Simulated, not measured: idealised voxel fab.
Proc. module: voxel ribs on slabs
We display cut, a cross-section 190 nm in width whose square cells are each 5 nm.
Reading order for cross-sections: top band down to bottom band. Underlying form: a grid of square cells. Band size: one or more rows of cells.
Top height, bottom height, nm. Materials left to right, width each, nm. Single material + "edge to edge" = fills band edge to edge. "blank" = empty.
All heights in this document are referenced to 0, defined as the level beneath which the wafer, as received, consists entirely of one material. The lowest band is not bounded below; it extends indefinitely downward and is written in the form "0..down".
Read "30->40" as a graded width: first number on top, second number at the bottom, same change between each pair of neighbouring rows.
Step note "identical to before" = no cross-section cell changed.
"Sealed void list": sealed empty spaces, 8 cells or more, no open way to top, listed width x height at distance, with distance from the left edge and width, height and distance in nm.
Post-settings text on a step line: simulator's own remark regarding the step.
If you see "overlay nm" on a step's line and that step has a mask, it's telling you how far right of where it was planned the mask ended up; a negative number means it went left instead.
# Here's what the planned process steps look like
1 RECEIVE [material Si]
2 DIRECTIONAL_DEP [material SiO2] [thk nm 20]
3 DIRECTIONAL_DEP [material SiN] [thk nm 15]
4 DIRECTIONAL_DEP [material aC] [thk nm 10]
5 PATTERN [tone cover] [mask id RIB] [material resist] [width nm 20] [thk nm 25] [overlay nm -15]
6 DIRECTIONAL_ETCH [etch materials aC] [depth nm 10]
7 STRIP [etch materials resist]
8 DIRECTIONAL_ETCH [etch materials SiN] [depth nm 10]
9 STRIP [etch materials aC]
10 MASKED_ETCH [tone cover] [mask id SLAB] [width nm 50] [etch materials SiN] [depth nm 5] [overlay nm 0]
11 FILL_DEP [material SiO2] [thk nm 20]
12 CMP [height nm 45]
13 DIRECTIONAL_DEP [material TiN] [thk nm 5]
14 MASKED_ETCH [tone cover] [mask id HEATER] [width nm 30] [etch materials TiN] [depth nm 5] [overlay nm 0]
15 CONFORMAL_DEP [material SiO2] [thk nm 5]
Keep in mind the plan's value for the overlay nm of step 5 comes from the first wafer; the wafers don't share that setting, but they do share the same starting point.
# The first of several wafers, as received after step 1, seen in section
- 0..down = Si edge to edge
- Sealed void list: none
# The following table contains a row per wafer, in which are reported, at the conclusion of the module, the cells of each material gained (+) or lost (-) since the wafer's receipt, with its closed voids given thereafter
overlay nm -15; +18 SiN; +364 SiO2; +6 TiN; Sealed void list: none
overlay nm -10; +18 SiN; +364 SiO2; +6 TiN; Sealed void list: none
overlay nm -5; +18 SiN; +364 SiO2; +6 TiN; Sealed void list: none
overlay nm 0; +18 SiN; +364 SiO2; +6 TiN; Sealed void list: none
overlay nm 5; +18 SiN; +364 SiO2; +6 TiN; Sealed void list: none
overlay nm 10; +18 SiN; +364 SiO2; +6 TiN; Sealed void list: none
overlay nm 15; +18 SiN; +364 SiO2; +6 TiN; Sealed void list: none
